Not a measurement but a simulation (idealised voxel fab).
Process module in this document: voxel double patterning
This is section cut - it's 180 nm across, gridded in 5 nm square cells.
We lay out every cross-section as a grid of square cells and spell it out in bands from the top down, where one band means one or more rows of cells. Read a band's entry like this: the first values are the height of its top and the height of its bottom in nm, and what follows is the sequence of materials from left to right, each with its width in nm. Note that "air" is empty space, and that a single material marked "edge to edge" reaches across the band from edge to edge. Below 0: as-received wafer, all one material; heights counted from there. Lowest band: no bottom, goes on down, written "0 nm and below". It should be noted that a width expressed as "30->40" varies in equal increments from row to row of cells within the band, taking the value of the first number at the top row and that of the second number at the bottom row. Basically "no modifications" means that step didn't change any cell in the cross-section. The entry titled "Encapsulated voids" provides the empty spaces that have no open way to the top, restricted to those of 8 cells or more. Each is presented as width x height at distance, the distance being measured from the left edge, with all three in nm. The remark found on a step's line after its settings is issued by the simulator itself and pertains to that step. When a step includes a mask, the "overlay nm" setting on its line states how far to the right of its planned place that mask lay, and negative values state how far to the left.
### Planned process steps
1,RECEIVE | material Si
2,CONFORMAL_DEP | material SiO2 | thk nm 10
3,DIRECTIONAL_DEP | material polySi | thk nm 10
4,DIRECTIONAL_DEP | material SiCN | thk nm 5
5,MASKED_ETCH | tone open | mask id FIRST | width nm 15 | pitch nm 50 | etch materials SiCN | depth nm 5 | overlay nm 0
6,MASKED_ETCH | tone open | mask id SECOND | width nm 15 | etch materials SiCN | depth nm 5 | overlay nm 0
7,DIRECTIONAL_ETCH | etch materials polySi | depth nm 10
8,STRIP | etch materials SiCN
### Incoming wafer in cross-section (state: after step 1)
    0 nm and below | Si edge to edge
    Encapsulated voids: none
### Cross-section taken at module completion on the first of two wafers; processed per the plan
    20 nm to 10 nm | 55 polySi  15 air  10 polySi  15 air  10 polySi  15 air  60 polySi
    10 nm to 0 nm | SiO2 edge to edge
    0 nm and below | Si edge to edge
    Encapsulated voids: none
### Wafer two cross-section, module end. Start and plan unchanged from wafer one; one mistake made during the run
    20 nm to 10 nm | 55 polySi  15 air  5 polySi  25 air  5 polySi  15 air  60 polySi
    10 nm to 0 nm | SiO2 edge to edge
    0 nm and below | Si edge to edge
    Encapsulated voids: none
What was the processing mistake? step 6 off recipe, ran as MASKED_ETCH | tone open | mask id SECOND | width nm 25 | etch materials SiCN | depth nm 5 | overlay nm 0
Final cells, second wafer relative to first, materials higher or lower: polySi -4
